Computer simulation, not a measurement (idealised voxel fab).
Process module name: voxel gate over fins
This is section cut - it's 260 nm across, gridded in 5 nm square cells.
Just so we're on the same page, the cross-sections are grids of square cells, and they're listed out in bands top to bottom, each band one or more rows deep. Band entry format. Leading values: height of top, height of bottom, nm. Remainder: materials in left-to-right order, each with its width in nm. Special words: "edge to edge" on a single material, which then fills the band edge to edge; "blank", empty space. The reference from which all heights are counted is 0, the level beneath which the as-received wafer is entirely one material; the lowest band, having no lower bound, proceeds downward and is written after the example "0 and below". Top row gets the first number, bottom row gets the second, and each row in between changes by the same step: that is how a band width like "30..40" works. Key: "stayed the same" - step with no changed cell in the cross-section. Empty spaces without an open route to the top, at least 8 cells in extent, make up the entry "Entrapped void list"; each is given as width x height at distance, where the distance is measured from the left edge, and all are in nm. after a step's settings: what the simulator itself notes on the step. When a step includes a mask, the "overlay nm" setting on its line states how far to the right of its planned place that mask lay, and negative values state how far to the left.
### The steps planned for the process are as follows
1,RECEIVE, material Si
2,CONFORMAL_DEP, material SiN, thk nm 5
3,PATTERN, tone cover, mask id FINS, material resist, width nm 15, pitch nm 60, thk nm 20, overlay nm 0
4,DIRECTIONAL_ETCH, etch materials SiN, depth nm 5
5,DIRECTIONAL_ETCH, etch materials Si, depth nm 40
6,STRIP, etch materials resist
7,OXIDIZE, depth nm 5
8,FILL_DEP, material SiO2, thk nm 10
9,CMP, height nm 5
10,PATTERN, tone open, mask id RAIL, material resist, width nm 15, thk nm 15, overlay nm 0
11,DIRECTIONAL_ETCH, etch materials SiO2, depth nm 40
12,STRIP, etch materials resist
13,CONFORMAL_DEP, material TiN, thk nm 5
14,FILL_DEP, material Ru, thk nm 5
15,CMP, height nm 5
16,SELECTIVE_ETCH, etch materials W Ru TiN, depth nm 30
17,FILL_DEP, material SiO2, thk nm 5
18,CMP, height nm 5
19,SELECTIVE_ETCH, etch materials SiO2, depth nm 20
20,STRIP, etch materials SiN
21,CONFORMAL_DEP, material HfO2, thk nm 5
22,CONFORMAL_DEP, material TiN, thk nm 5
23,CONFORMAL_DEP, material TiAl, thk nm 5
24,CONFORMAL_DEP, material TiN, thk nm 5
25,FILL_DEP, material W, thk nm 15
26,CMP, height nm 30
27,CONFORMAL_DEP, material SiCN, thk nm 10
### Cross-section of the wafer as it came to us, i.e., already through step 1
> 0 and below | Si edge to edge
> Entrapped void list: none
### End state of the module in cross-section, given the above starting point and plan and one mistake in execution
> 40 down to 30 | SiCN edge to edge
> 30 down to 20 | W edge to edge
> 20 down to 15 | TiN edge to edge
> 15 down to 10 | TiAl edge to edge
> 10 down to 5 | TiN 65 nm, TiAl 5 nm, TiN 55 nm, TiAl 5 nm, TiN 55 nm, TiAl 5 nm, TiN 70 nm
> 5 down to 0 | HfO2 60 nm, TiN 5 nm, TiAl 5 nm, TiN 5 nm, HfO2 45 nm, TiN 5 nm, TiAl 5 nm, TiN 5 nm, HfO2 45 nm, TiN 5 nm, TiAl 5 nm, TiN 5 nm, HfO2 65 nm
> 0 down to -5 | Si 55 nm, HfO2 5 nm, TiN 5 nm, TiAl 5 nm, TiN 5 nm, HfO2 5 nm, Si 35 nm, HfO2 5 nm, TiN 5 nm, TiAl 5 nm, TiN 5 nm, HfO2 5 nm, Si 35 nm, HfO2 5 nm, TiN 5 nm, TiAl 5 nm, TiN 5 nm, HfO2 5 nm, Si 60 nm
> -5 down to -10 | Si 55 nm, HfO2 5 nm, TiN 15 nm, HfO2 5 nm, Si 35 nm, HfO2 5 nm, TiN 15 nm, HfO2 5 nm, Si 35 nm, HfO2 5 nm, TiN 15 nm, HfO2 5 nm, Si 60 nm
> -10 down to -15 | Si 55 nm, HfO2 25 nm, Si 35 nm, HfO2 25 nm, Si 35 nm, HfO2 25 nm, Si 60 nm
> -15 down to -45 | Si 55 nm, SiO2 25 nm, Si 35 nm, SiO2 25 nm, Si 35 nm, SiO2 25 nm, Si 60 nm
> -45 and below | Si edge to edge
> Entrapped void list: none
Processing error: step 3 ran as: PATTERN, tone open, mask id FINS, material resist, width nm 15, pitch nm 60, thk nm 20, overlay nm 0
